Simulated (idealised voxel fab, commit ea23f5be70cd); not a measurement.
This section sets out a process module, namely voxel quadruple lines.
Square cells of 5 nm make up the cross-section cut, whose width is 245 nm.
Cross-sections here: square-cell grids, written as top-down lists of bands, a band being one or more rows of cells. In this notation a band is specified by the heights of its top and bottom, in that order and in nm, after which its materials appear from left to right, each paired with its width in nm. The word "throughout" attached to a single material means that material fills the band from edge to edge; the word "empty" stands for empty space. For the purposes of this specification, 0 denotes the height below which the wafer in its as-received condition is composed wholly of one material, and the lowermost band, lacking a lower limit, extends downward without end, as expressed in "0 -> down". The notation "30..40" denotes a width that varies across the rows of cells in the band, beginning at the first number in the top row, finishing at the second number in the bottom row, and changing by an identical amount from each row to the next. "nothing was modified" -> step changed no cross-section cell. Basically, "Voids, sealed" tells you about the enclosed voids: empty spaces with no open way to the top, 8 cells or bigger, each written width x height at distance, where distance is from the left edge, all in nm. Whatever follows a step's settings on its line is a remark the simulator itself makes about that step. The optional step-line setting "overlay nm" applies to steps with a mask and quantifies how far to the right of its planned location the mask lay, a negative value indicating leftward placement.
-- Intended process steps
1 RECEIVE, material Si
2 CONFORMAL_DEP, material Al2O3, thk nm 5
3 DIRECTIONAL_DEP, material W, thk nm 10
4 DIRECTIONAL_DEP, material polySi, thk nm 20
5 DIRECTIONAL_DEP, material aC, thk nm 20
6 PATTERN, tone cover, mask id MANDREL, material resist, width nm 35, pitch nm 100, thk nm 25, overlay nm 0
7 DIRECTIONAL_ETCH, etch materials aC, depth nm 20
8 STRIP, etch materials resist
9 CONFORMAL_DEP, material SiO2, thk nm 15
10 DIRECTIONAL_ETCH, etch materials SiO2, depth nm 15
11 STRIP, etch materials aC
12 DIRECTIONAL_ETCH, etch materials polySi, depth nm 20
13 STRIP, etch materials SiO2
14 CONFORMAL_DEP, material SiN, thk nm 10
15 DIRECTIONAL_ETCH, etch materials SiN, depth nm 10
16 STRIP, etch materials polySi
17 DIRECTIONAL_ETCH, etch materials W, depth nm 10
18 STRIP, etch materials SiN
-- Incoming wafer in cross-section (state: after step 1)
- 0 -> down: Si throughout
- Voids, sealed: none
-- Module complete - cross-section of the first of two wafers, run according to plan
- 15 -> 5: empty: 30; W: 10; empty: 15; W: 10; empty: 15; W: 10; empty: 15; W: 10; empty: 15; W: 10; empty: 15; W: 10; empty: 15; W: 10; empty: 15; W: 10; empty: 30
- 5 -> 0: Al2O3 throughout
- 0 -> down: Si throughout
- Voids, sealed: none
-- Second wafer cross-section at end of module - shared start and plan with the first, one mistake in the run
- 15 -> 5: empty: 30; W: 35; empty: 15; W: 35; empty: 15; W: 35; empty: 15; W: 35; empty: 30
- 5 -> 0: Al2O3 throughout
- 0 -> down: Si throughout
- Voids, sealed: none
Heads up, the wafer didn't run the way we planned it: step 17 occupied the plan position of step 16, and the converse holds as well
Count the cells at the end and the second wafer has more or fewer of some materials than the first: 24 more of W
